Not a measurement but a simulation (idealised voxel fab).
process module | voxel tone inversion
cross-section cut | 170 nm wide | cells 5 nm
A cross-section is a grid of square cells, given in bands from the top down. A band is one or more rows of cells.
Each band's line starts with the height of the band's top and of its bottom, in nm. Then come its materials from left to right, each with its width in nm. One material with "throughout" fills the band from edge to edge. "air" is empty space.
Height 0 is the level under which the wafer as received is all one material. The lowest band goes on downwards, as in "0 down".
A width such as "30 to 40" changes by the same amount from each row of cells to the next, from the band's top row to its bottom row.
"no change" after a step means that no cell of the cross-section changed.
closed voids: empty space of 8 cells or more with no open way to the top, each as width x height at its distance from the left edge, in nm
after a step's settings: what the simulator itself notes on the step
overlay nm, on a step with a mask: how far to the right of its planned place the mask lay; to the left if negative
plan
1 op RECEIVE | material Si
2 op CONFORMAL_DEP | material SiN | thk nm 5
3 op DIRECTIONAL_DEP | material aC | thk nm 25
4 op PATTERN | tone cover | mask id POSTS | material resist | width nm 15 | pitch nm 40 | thk nm 35 | overlay nm 0
5 op DIRECTIONAL_ETCH | etch materials aC | depth nm 25
6 op STRIP | etch materials resist
7 op FILL_DEP | material SiO2 | thk nm 5
8 op CMP | height nm 30
9 op STRIP | etch materials aC
as received, after step 1
  0 down: Si throughout
  closed voids: none
first wafer at the end, as planned
  30 to 5: SiO2 15 | air 15 | SiO2 25 | air 15 | SiO2 25 | air 15 | SiO2 25 | air 15 | SiO2 20
  5 to 0: SiN throughout
  0 down: Si throughout
  closed voids: none
second wafer at the end: like start, like plan, one mistake
  30 to 5: SiO2 15 | air 20 | SiO2 20 | air 20 | SiO2 20 | air 20 | SiO2 20 | air 20 | SiO2 15
  5 to 0: SiN throughout
  0 down: Si throughout
  closed voids: none
what went wrong: step 4 ran as: op PATTERN | tone cover | mask id POSTS | material resist | width nm 20 | pitch nm 40 | thk nm 35 | overlay nm 0
at the end the second wafer has, in cells: 20 fewer of SiO2
